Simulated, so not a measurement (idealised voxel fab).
voxel wiring stack: a process module
Cross-section cut: width 270 nm, square cells of 5 nm.
Bands, listed from the top down, are how a cross-section gets written in this document; the cross-section itself is a grid of square cells, and a band is one or more rows of them. The entry gives the band's vertical extent as a top height and a bottom height in nm, then its horizontal make-up as materials from left to right, each with a width in nm. "empty" stands for empty space; a single material marked "all across" fills the band edge to edge. Heights are measured from 0, the level below which the as-received wafer is all one material; the lowest band has no bottom and continues downward, written as in "top 0, no bottom". Per-row width for "30->40": begins at first number (top row of band), ends at second number (bottom row), increment between rows held constant. Where the words "identical to before" appear for a step, the cross-section shows no cell changed by that step; every cell remained as before. Voids lacking openings: empty space of 8 cells or more with no open way to the top, each as width x height at its distance from the left edge, in nm. The remark found on a step's line after its settings is issued by the simulator itself and pertains to that step. "overlay nm" answers the question of how far to the right of plan the mask lay on a step that has a mask, and when it is negative the answer is to the left.
Listed below are the process steps as planned
1 RECEIVE | material Si
2 CONFORMAL_DEP | material SiO2 | thk nm 10
3 DIRECTIONAL_DEP | material TiN | thk nm 5
4 DIRECTIONAL_DEP | material Ru | thk nm 25
5 DIRECTIONAL_DEP | material aC | thk nm 10
6 PATTERN | tone cover | mask id METAL_1 | material resist | width nm 20 | pitch nm 45 | thk nm 25 | overlay nm 0
7 DIRECTIONAL_ETCH | etch materials aC | depth nm 10
8 STRIP | etch materials resist
9 DIRECTIONAL_ETCH | etch materials Ru | depth nm 25
10 DIRECTIONAL_ETCH | etch materials TiN | depth nm 5
11 STRIP | etch materials aC
12 CONFORMAL_DEP | material SiCN | thk nm 5
13 FILL_DEP | material SiO2 | thk nm 10
14 CMP | height nm 40
15 CONFORMAL_DEP | material SiCN | thk nm 5
16 DIRECTIONAL_DEP | material lowk | thk nm 10
17 PATTERN | tone open | mask id PLUG_1 | material resist | width nm 15 | pitch nm 90 | thk nm 20 | overlay nm 0
18 DIRECTIONAL_ETCH | etch materials lowk | depth nm 10
19 DIRECTIONAL_ETCH | etch materials SiCN | depth nm 5
20 STRIP | etch materials resist
21 CONFORMAL_DEP | material TiN | thk nm 5
22 FILL_DEP | material Ru | thk nm 10
23 CMP | height nm 55
24 CONFORMAL_DEP | material SiCN | thk nm 5
25 DIRECTIONAL_DEP | material lowk | thk nm 20
26 PATTERN | tone open | mask id METAL_2 | material resist | width nm 20 | pitch nm 45 | thk nm 15 | overlay nm 0
27 DIRECTIONAL_ETCH | etch materials lowk | depth nm 20
28 DIRECTIONAL_ETCH | etch materials SiCN | depth nm 5
29 STRIP | etch materials resist
30 CONFORMAL_DEP | material TiN | thk nm 5
31 FILL_DEP | material W | thk nm 10
32 CMP | height nm 80
33 CONFORMAL_DEP | material SiCN | thk nm 5
34 DIRECTIONAL_DEP | material lowk | thk nm 30
35 DIRECTIONAL_DEP | material aC | thk nm 10
36 PATTERN | tone open | mask id METAL_3 | material resist | width nm 20 | pitch nm 45 | thk nm 30 | overlay nm 0
37 DIRECTIONAL_ETCH | etch materials aC | depth nm 10
38 STRIP | etch materials resist
39 DIRECTIONAL_ETCH | etch materials lowk | depth nm 20
40 STRIP | etch materials aC
41 DIRECTIONAL_DEP | material aC | thk nm 10
42 PATTERN | tone open | mask id METAL_3_HOLES | material resist | width nm 15 | pitch nm 90 | thk nm 30 | overlay nm 0
43 DIRECTIONAL_ETCH | etch materials aC | depth nm 10
44 STRIP | etch materials resist
45 DIRECTIONAL_ETCH | etch materials lowk | depth nm 10
46 DIRECTIONAL_ETCH | etch materials SiCN | depth nm 5
47 STRIP | etch materials aC
48 CONFORMAL_DEP | material TiN | thk nm 5
49 FILL_DEP | material Ru | thk nm 10
50 CMP | height nm 115
51 CONFORMAL_DEP | material SiCN | thk nm 5
52 DIRECTIONAL_DEP | material SiO2 | thk nm 10
53 DIRECTIONAL_DEP | material aC | thk nm 15
54 PATTERN | tone open | mask id PLUG_3 | material resist | width nm 15 | pitch nm 45 | thk nm 35 | overlay nm 0
55 DIRECTIONAL_ETCH | etch materials aC | depth nm 15
56 STRIP | etch materials resist
57 DIRECTIONAL_ETCH | etch materials SiO2 | depth nm 10
58 DIRECTIONAL_ETCH | etch materials SiCN | depth nm 5
59 STRIP | etch materials aC
60 EPI | material Ru | thk nm 10
61 EPI | material Ru | thk nm 5
62 CONFORMAL_DEP | material SiCN | thk nm 5
63 DIRECTIONAL_DEP | material SiO2 | thk nm 20
64 PATTERN | tone open | mask id METAL_4 | material resist | width nm 20 | pitch nm 45 | thk nm 20 | overlay nm 0
65 DIRECTIONAL_ETCH | etch materials SiO2 | depth nm 20
66 DIRECTIONAL_ETCH | etch materials SiCN | depth nm 5
67 STRIP | etch materials resist
68 CONFORMAL_DEP | material TiN | thk nm 5
69 FILL_DEP | material W | thk nm 5
70 CMP | height nm 155
71 CONFORMAL_DEP | material SiCN | thk nm 5
Wafer as received: cross-section following step 1
> top 0, no bottom: Si all across
> Voids lacking openings: none
End-of-module cross-section of the first of two wafers, processed as planned
> top 160, bottom 155: SiCN all across
> top 155, bottom 135: SiO2=55  TiN=5  W=10  TiN=5  SiO2=25  TiN=5  W=10  TiN=5  SiO2=25  TiN=5  W=10  TiN=5  SiO2=25  TiN=5  W=10  TiN=5  SiO2=60
> top 135, bottom 130: SiCN=55  TiN=20  SiCN=25  TiN=20  SiCN=25  TiN=20  SiCN=25  TiN=20  SiCN=60
> top 130, bottom 120: SiO2=55  Ru=15  SiO2=30  Ru=15  SiO2=30  Ru=15  SiO2=30  Ru=15  SiO2=65
> top 120, bottom 115: SiCN=55  Ru=15  SiCN=30  Ru=15  SiCN=30  Ru=15  SiCN=30  Ru=15  SiCN=65
> top 115, bottom 100: lowk=55  TiN=5  Ru=10  TiN=5  lowk=25  TiN=5  Ru=10  TiN=5  lowk=25  TiN=5  Ru=10  TiN=5  lowk=25  TiN=5  Ru=10  TiN=5  lowk=60
> top 100, bottom 95: lowk=55  TiN=5  Ru=5  TiN=10  lowk=25  TiN=20  lowk=25  TiN=5  Ru=5  TiN=10  lowk=25  TiN=20  lowk=60
> top 95, bottom 85: lowk=55  TiN=5  Ru=5  TiN=5  lowk=75  TiN=5  Ru=5  TiN=5  lowk=110
> top 85, bottom 80: SiCN=55  TiN=15  SiCN=75  TiN=15  SiCN=110
> top 80, bottom 60: lowk=55  TiN=5  W=10  TiN=5  lowk=25  TiN=5  W=10  TiN=5  lowk=25  TiN=5  W=10  TiN=5  lowk=25  TiN=5  W=10  TiN=5  lowk=60
> top 60, bottom 55: SiCN=55  TiN=20  SiCN=25  TiN=20  SiCN=25  TiN=20  SiCN=25  TiN=20  SiCN=60
> top 55, bottom 45: lowk=55  TiN=5  Ru=5  TiN=5  lowk=75  TiN=5  Ru=5  TiN=5  lowk=110
> top 45, bottom 40: SiCN=55  TiN=15  SiCN=75  TiN=15  SiCN=110
> top 40, bottom 15: SiO2=50  SiCN=5  Ru=20  SiCN=5  SiO2=15  SiCN=5  Ru=20  SiCN=5  SiO2=15  SiCN=5  Ru=20  SiCN=5  SiO2=15  SiCN=5  Ru=20  SiCN=5  SiO2=55
> top 15, bottom 10: SiCN=55  TiN=20  SiCN=25  TiN=20  SiCN=25  TiN=20  SiCN=25  TiN=20  SiCN=60
> top 10, bottom 0: SiO2 all across
> top 0, no bottom: Si all across
> Voids lacking openings: none
This cross-section belongs to the second wafer of two at the end of the module; the start and the plan were shared with the first, and the run included one mistake
> top 160, bottom 155: SiCN all across
> top 155, bottom 135: SiO2=55  TiN=5  W=10  TiN=5  SiO2=25  TiN=5  W=10  TiN=5  SiO2=25  TiN=5  W=10  TiN=5  SiO2=25  TiN=5  W=10  TiN=5  SiO2=60
> top 135, bottom 130: SiCN=55  TiN=20  SiCN=25  TiN=20  SiCN=25  TiN=20  SiCN=25  TiN=20  SiCN=60
> top 130, bottom 120: SiO2=55  Ru=15  SiO2=30  Ru=15  SiO2=30  Ru=15  SiO2=30  Ru=15  SiO2=65
> top 120, bottom 115: SiCN=55  Ru=15  SiCN=30  Ru=15  SiCN=30  Ru=15  SiCN=30  Ru=15  SiCN=65
> top 115, bottom 100: lowk=55  TiN=5  Ru=10  TiN=5  lowk=25  TiN=5  Ru=10  TiN=5  lowk=25  TiN=5  Ru=10  TiN=5  lowk=25  TiN=5  Ru=10  TiN=5  lowk=60
> top 100, bottom 95: lowk=55  TiN=5  Ru=5  TiN=10  lowk=25  TiN=20  lowk=25  TiN=5  Ru=5  TiN=10  lowk=25  TiN=20  lowk=60
> top 95, bottom 85: lowk=55  TiN=5  Ru=5  TiN=5  lowk=75  TiN=5  Ru=5  TiN=5  lowk=110
> top 85, bottom 80: SiCN=55  TiN=15  SiCN=75  TiN=15  SiCN=110
> top 80, bottom 60: lowk=55  TiN=20  lowk=25  TiN=5  aC=10  TiN=5  lowk=25  TiN=20  lowk=25  TiN=5  aC=10  TiN=5  lowk=60
> top 60, bottom 55: SiCN=55  TiN=20  SiCN=25  TiN=20  SiCN=25  TiN=20  SiCN=25  TiN=20  SiCN=60
> top 55, bottom 45: lowk=55  TiN=5  Ru=5  TiN=5  lowk=75  TiN=5  Ru=5  TiN=5  lowk=110
> top 45, bottom 40: SiCN=55  TiN=15  SiCN=75  TiN=15  SiCN=110
> top 40, bottom 15: SiO2=50  SiCN=5  Ru=20  SiCN=5  SiO2=15  SiCN=5  Ru=20  SiCN=5  SiO2=15  SiCN=5  Ru=20  SiCN=5  SiO2=15  SiCN=5  Ru=20  SiCN=5  SiO2=55
> top 15, bottom 10: SiCN=55  TiN=20  SiCN=25  TiN=20  SiCN=25  TiN=20  SiCN=25  TiN=20  SiCN=60
> top 10, bottom 0: SiO2 all across
> top 0, no bottom: Si all across
> Voids lacking openings: none
What was the processing mistake? in deviation from the planned setting, step 31 was conducted as FILL_DEP | material aC | thk nm 10
The second wafer ends with more or fewer cells of some materials than the first, per final count: TiN: 16 more, W: 32 fewer, aC: 16 more
